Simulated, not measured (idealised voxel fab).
process module | voxel lift off
cross-section cut | 285 nm wide | cells 5 nm
A cross-section is a grid of square cells, given in bands from the top down. A band is one or more rows of cells.
Each band's line starts with the height of the band's top and of its bottom, in nm. Then come its materials from left to right, each with its width in nm. One material with "throughout" fills the band from edge to edge. "air" is empty space.
Height 0 is the level under which the wafer as received is all one material. The lowest band goes on downwards, as in "0 down".
A width such as "30 to 40" changes by the same amount from each row of cells to the next, from the band's top row to its bottom row.
"no change" after a step means that no cell of the cross-section changed.
closed voids: empty space of 8 cells or more with no open way to the top, each as width x height at its distance from the left edge, in nm
after a step's settings: what the simulator itself notes on the step
overlay nm, on a step with a mask: how far to the right of its planned place the mask lay; to the left if negative
plan
1 op RECEIVE | material Si
2 op CONFORMAL_DEP | material SiO2 | thk nm 15
3 op PATTERN | tone open | mask id LINES | material resist | width nm 15 | pitch nm 40 | thk nm 15 | overlay nm 0
4 op DIRECTIONAL_DEP | material Ru | thk nm 5
5 op STRIP | etch materials resist
6 op CONFORMAL_DEP | material SiCN | thk nm 10
as received, after step 1
  0 down: Si throughout
  closed voids: none
a wafer at the end: this start, this plan, one mistake
  30 to 25: air 70 | SiCN 35 | air 5 | SiCN 35 | air 5 | SiCN 35 | air 5 | SiCN 35 | air 60
  25 to 20: SiCN throughout
  20 to 15: SiCN 80 | Ru 15 | SiCN 25 | Ru 15 | SiCN 25 | Ru 15 | SiCN 25 | Ru 15 | SiCN 70
  15 to 0: SiO2 throughout
  0 down: Si throughout
  closed voids: none
what went wrong: step 3 ran as: op PATTERN | tone open | mask id LINES | material resist | width nm 15 | pitch nm 40 | thk nm 15 | overlay nm 5
